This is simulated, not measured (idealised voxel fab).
Process module name: voxel gate over fins
The width of the displayed cross-section, cut, is 220 nm; its cells are square, with a size of 5 nm.
In what follows, cross-sections appear as grids of square cells, described through bands that run from the top down, where every band is one or more rows of cells.
Within each band entry, the heights of the top and of the bottom of the band appear first, in that order and in nm; the materials of the band then follow from left to right, each with its corresponding width in nm. The designation "edge to edge" on a single material indicates that it fills the band from edge to edge; the designation "empty" indicates empty space.
For the purposes of this specification, 0 denotes the height below which the wafer in its as-received condition is composed wholly of one material, and the lowermost band, lacking a lower limit, extends downward without end, as expressed in "0 -> down".
Note: "30 to 40" means the width goes from the first number (top row of the band) to the second number (bottom row) in equal steps per row of cells.
Take "nothing altered" at face value: in the step it is given for, the cross-section changed in none of its cells.
Listed in "Sealed cavities": every empty space of 8 or more cells without an open way to the top. Form: width x height at distance, the distance being from the left edge, all in nm.
On each step's line, the part that comes after the settings is the simulator's own comment on the step.
The "overlay nm" setting may appear on a step's line; for a step that uses a mask, it gives how far to the right of its planned position the mask lay, and a negative value indicates the left.
[Process steps foreseen in the plan]
1) RECEIVE with material Si
2) CONFORMAL_DEP with material SiN, thk nm 10
3) DIRECTIONAL_DEP with material aC, thk nm 15
4) PATTERN with tone cover, mask id FINS, material resist, width nm 15, pitch nm 40, thk nm 35, overlay nm 0
5) DIRECTIONAL_ETCH with etch materials aC, depth nm 15
6) STRIP with etch materials resist
7) DIRECTIONAL_ETCH with etch materials SiN, depth nm 10
8) DIRECTIONAL_ETCH with etch materials Si, depth nm 40
9) STRIP with etch materials aC
10) OXIDIZE with depth nm 5
11) FILL_DEP with material SiO2, thk nm 5
12) CMP with height nm 10
13) SELECTIVE_ETCH with etch materials SiO2, depth nm 25
14) STRIP with etch materials SiN
15) CONFORMAL_DEP with material HfO2, thk nm 5
16) CONFORMAL_DEP with material TiN, thk nm 5
17) CONFORMAL_DEP with material TiAl, thk nm 5
18) CONFORMAL_DEP with material TiN, thk nm 5
19) FILL_DEP with material W, thk nm 15
20) CMP with height nm 30
21) CONFORMAL_DEP with material SiCN, thk nm 5
[Cross-section of the wafer upon arrival, representing the state reached after step 1]
* 0 -> down  Si edge to edge
* Sealed cavities: none
[Looking at the first of two wafers in cross-section at end of module - ran to plan]
* 35 -> 30  SiCN edge to edge
* 30 -> 20  W edge to edge
* 20 -> 15  W: 25 | TiN: 165 | W: 30
* 15 -> 10  W: 25 | TiN: 5 | TiAl: 35 | TiN: 5 | TiAl: 35 | TiN: 5 | TiAl: 35 | TiN: 5 | TiAl: 35 | TiN: 5 | W: 30
* 10 -> 5  W: 25 | TiN: 5 | TiAl: 5 | TiN: 25 | TiAl: 5 | TiN: 5 | TiAl: 5 | TiN: 25 | TiAl: 5 | TiN: 5 | TiAl: 5 | TiN: 25 | TiAl: 5 | TiN: 5 | TiAl: 5 | TiN: 25 | TiAl: 5 | TiN: 5 | W: 30
* 5 -> 0  TiN: 30 | TiAl: 5 | TiN: 5 | HfO2: 15 | TiN: 5 | TiAl: 5 | TiN: 5 | TiAl: 5 | TiN: 5 | HfO2: 15 | TiN: 5 | TiAl: 5 | TiN: 5 | TiAl: 5 | TiN: 5 | HfO2: 15 | TiN: 5 | TiAl: 5 | TiN: 5 | TiAl: 5 | TiN: 5 | HfO2: 15 | TiN: 5 | TiAl: 5 | TiN: 35
* 0 -> -5  TiAl: 35 | TiN: 5 | HfO2: 5 | Si: 5 | HfO2: 5 | TiN: 5 | TiAl: 15 | TiN: 5 | HfO2: 5 | Si: 5 | HfO2: 5 | TiN: 5 | TiAl: 15 | TiN: 5 | HfO2: 5 | Si: 5 | HfO2: 5 | TiN: 5 | TiAl: 15 | TiN: 5 | HfO2: 5 | Si: 5 | HfO2: 5 | TiN: 5 | TiAl: 40
* -5 -> -10  TiN: 40 | HfO2: 5 | Si: 5 | HfO2: 5 | TiN: 25 | HfO2: 5 | Si: 5 | HfO2: 5 | TiN: 25 | HfO2: 5 | Si: 5 | HfO2: 5 | TiN: 25 | HfO2: 5 | Si: 5 | HfO2: 5 | TiN: 45
* -10 -> -15  HfO2: 45 | Si: 5 | HfO2: 35 | Si: 5 | HfO2: 35 | Si: 5 | HfO2: 35 | Si: 5 | HfO2: 50
* -15 -> -45  SiO2: 45 | Si: 5 | SiO2: 35 | Si: 5 | SiO2: 35 | Si: 5 | SiO2: 35 | Si: 5 | SiO2: 50
* -45 -> down  Si edge to edge
* Sealed cavities: none
[Second wafer cross-section at end of module - shared start and plan with the first, one mistake in the run]
* 35 -> 30  SiCN edge to edge
* 30 -> 20  W edge to edge
* 20 -> 15  W: 30 | TiN: 165 | W: 25
* 15 -> 10  W: 30 | TiN: 5 | TiAl: 35 | TiN: 5 | TiAl: 35 | TiN: 5 | TiAl: 35 | TiN: 5 | TiAl: 35 | TiN: 5 | W: 25
* 10 -> 5  W: 30 | TiN: 5 | TiAl: 5 | TiN: 25 | TiAl: 5 | TiN: 5 | TiAl: 5 | TiN: 25 | TiAl: 5 | TiN: 5 | TiAl: 5 | TiN: 25 | TiAl: 5 | TiN: 5 | TiAl: 5 | TiN: 25 | TiAl: 5 | TiN: 5 | W: 25
* 5 -> 0  TiN: 35 | TiAl: 5 | TiN: 5 | HfO2: 15 | TiN: 5 | TiAl: 5 | TiN: 5 | TiAl: 5 | TiN: 5 | HfO2: 15 | TiN: 5 | TiAl: 5 | TiN: 5 | TiAl: 5 | TiN: 5 | HfO2: 15 | TiN: 5 | TiAl: 5 | TiN: 5 | TiAl: 5 | TiN: 5 | HfO2: 15 | TiN: 5 | TiAl: 5 | TiN: 30
* 0 -> -5  TiAl: 40 | TiN: 5 | HfO2: 5 | Si: 5 | HfO2: 5 | TiN: 5 | TiAl: 15 | TiN: 5 | HfO2: 5 | Si: 5 | HfO2: 5 | TiN: 5 | TiAl: 15 | TiN: 5 | HfO2: 5 | Si: 5 | HfO2: 5 | TiN: 5 | TiAl: 15 | TiN: 5 | HfO2: 5 | Si: 5 | HfO2: 5 | TiN: 5 | TiAl: 35
* -5 -> -10  TiN: 45 | HfO2: 5 | Si: 5 | HfO2: 5 | TiN: 25 | HfO2: 5 | Si: 5 | HfO2: 5 | TiN: 25 | HfO2: 5 | Si: 5 | HfO2: 5 | TiN: 25 | HfO2: 5 | Si: 5 | HfO2: 5 | TiN: 40
* -10 -> -15  HfO2: 50 | Si: 5 | HfO2: 35 | Si: 5 | HfO2: 35 | Si: 5 | HfO2: 35 | Si: 5 | HfO2: 45
* -15 -> -45  SiO2: 50 | Si: 5 | SiO2: 35 | Si: 5 | SiO2: 35 | Si: 5 | SiO2: 35 | Si: 5 | SiO2: 45
* -45 -> down  Si edge to edge
* Sealed cavities: none
Want to know what went wrong? in deviation from the planned setting, step 4 was conducted as PATTERN with tone cover, mask id FINS, material resist, width nm 15, pitch nm 40, thk nm 35, overlay nm 5
At the close, every material occupies the same number of cells on the second wafer as on the first, only in different positions.
